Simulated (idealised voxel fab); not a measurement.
Process module in this document: voxel self aligned contacts
Square cell edge 5 nm, section width 250 nm, ID cut.
Cross-section layout: square cells on a grid; listed as bands, top to bottom; a band spans one or more cell rows. Each band's line starts with the height of the band's top and of its bottom, in nm. Then come its materials from left to right, each with its width in nm. One material with "throughout" fills the band from edge to edge. "empty" is empty space. Heights are measured from 0, the level below which the as-received wafer is all one material; the lowest band has no bottom and continues downward, written as in "0 and below". With a width like "30 to 40", each row of cells in the band differs from the next by the same amount, the top row carrying the first number and the bottom row the second. "remained unchanged" (step): cross-section cells unchanged, all of them. The entry "Tabulated closed voids" lists the empty spaces that cover at least 8 cells and have no open path to the top. Each is written as width x height at distance, where the distance is measured from the left edge and all three values are in nm. Read whatever lies past the settings on a step's line as the simulator's own remark about the step. overlay nm, on a step with a mask: how far to the right of its planned place the mask lay; to the left if negative.

# Intended process steps
1) RECEIVE, material Si
2) OXIDIZE, depth nm 5
3) DIRECTIONAL_DEP, material polySi, thk nm 30
4) DIRECTIONAL_DEP, material SiN, thk nm 20
5) DIRECTIONAL_DEP, material aC, thk nm 15
6) PATTERN, tone cover, mask id GATE, material resist, width nm 35, pitch nm 65, thk nm 30, overlay nm 0
7) DIRECTIONAL_ETCH, etch materials aC, depth nm 15
8) STRIP, etch materials resist
9) DIRECTIONAL_ETCH, etch materials SiN, depth nm 20
10) DIRECTIONAL_ETCH, etch materials polySi, depth nm 30
11) STRIP, etch materials aC
12) CONFORMAL_DEP, material SiN, thk nm 5
13) DIRECTIONAL_ETCH, etch materials SiN, depth nm 5
14) FILL_DEP, material SiO2, thk nm 20
15) CMP, height nm 60
16) DIRECTIONAL_DEP, material aC, thk nm 15
17) PATTERN, tone open, mask id CONTACT, material resist, width nm 40, pitch nm 65, thk nm 30, overlay nm 0
18) DIRECTIONAL_ETCH, etch materials aC, depth nm 15
19) STRIP, etch materials resist
20) DIRECTIONAL_ETCH, etch materials SiO2, depth nm 65
21) STRIP, etch materials aC
22) CONFORMAL_DEP, material TiN, thk nm 5
23) FILL_DEP, material Ru, thk nm 5
24) CMP, height nm 60
25) CONFORMAL_DEP, material SiCN, thk nm 5

# Wafer cross-section on receipt, i.e. after step 1
	0 and below  Si throughout
	Tabulated closed voids: none

# first wafer at the end, as planned
	65 down to 60  SiCN throughout
	60 down to 50  SiO2=70; TiN=5 to 15; Ru=30 to 10; TiN=5 to 15; SiO2=25; TiN=5 to 15; Ru=30 to 10; TiN=5 to 15; SiO2=75
	50 down to 30  SiO2=35; SiN=45; TiN=5; Ru=10; TiN=5; SiN=45; TiN=5; Ru=10; TiN=5; SiN=45; SiO2=40
	30 down to 0  SiO2=35; SiN=5; polySi=35; SiN=5; TiN=5; Ru=10; TiN=5; SiN=5; polySi=35; SiN=5; TiN=5; Ru=10; TiN=5; SiN=5; polySi=35; SiN=5; SiO2=40
	0 down to -5  SiO2=80; TiN=20; SiO2=45; TiN=20; SiO2=85
	-5 and below  Si throughout
	Tabulated closed voids: none

# Cross-sectional view: second of two wafers, end of module; start and plan identical to the first, one mistake in running
	65 down to 60  SiCN throughout
	60 down to 50  SiO2=70; TiN=5; Ru=30; TiN=5; SiO2=25; TiN=5; Ru=30; TiN=5; SiO2=75
	50 down to 45  SiO2=70; TiN=40; SiO2=25; TiN=40; SiO2=75
	45 down to 30  SiN throughout
	30 down to 0  polySi throughout
	0 down to -5  SiO2 throughout
	-5 and below  Si throughout
	Tabulated closed voids: none
Diagnosis: step 5 was processed under conditions differing from the plan, specifically as DIRECTIONAL_DEP, material SiN, thk nm 15
The second wafer ends with more or fewer cells of some materials than the first, per final count: Ru: 32 fewer; SiN: 6 more; SiO2: 108 fewer; TiN: 40 fewer; polySi: 174 more
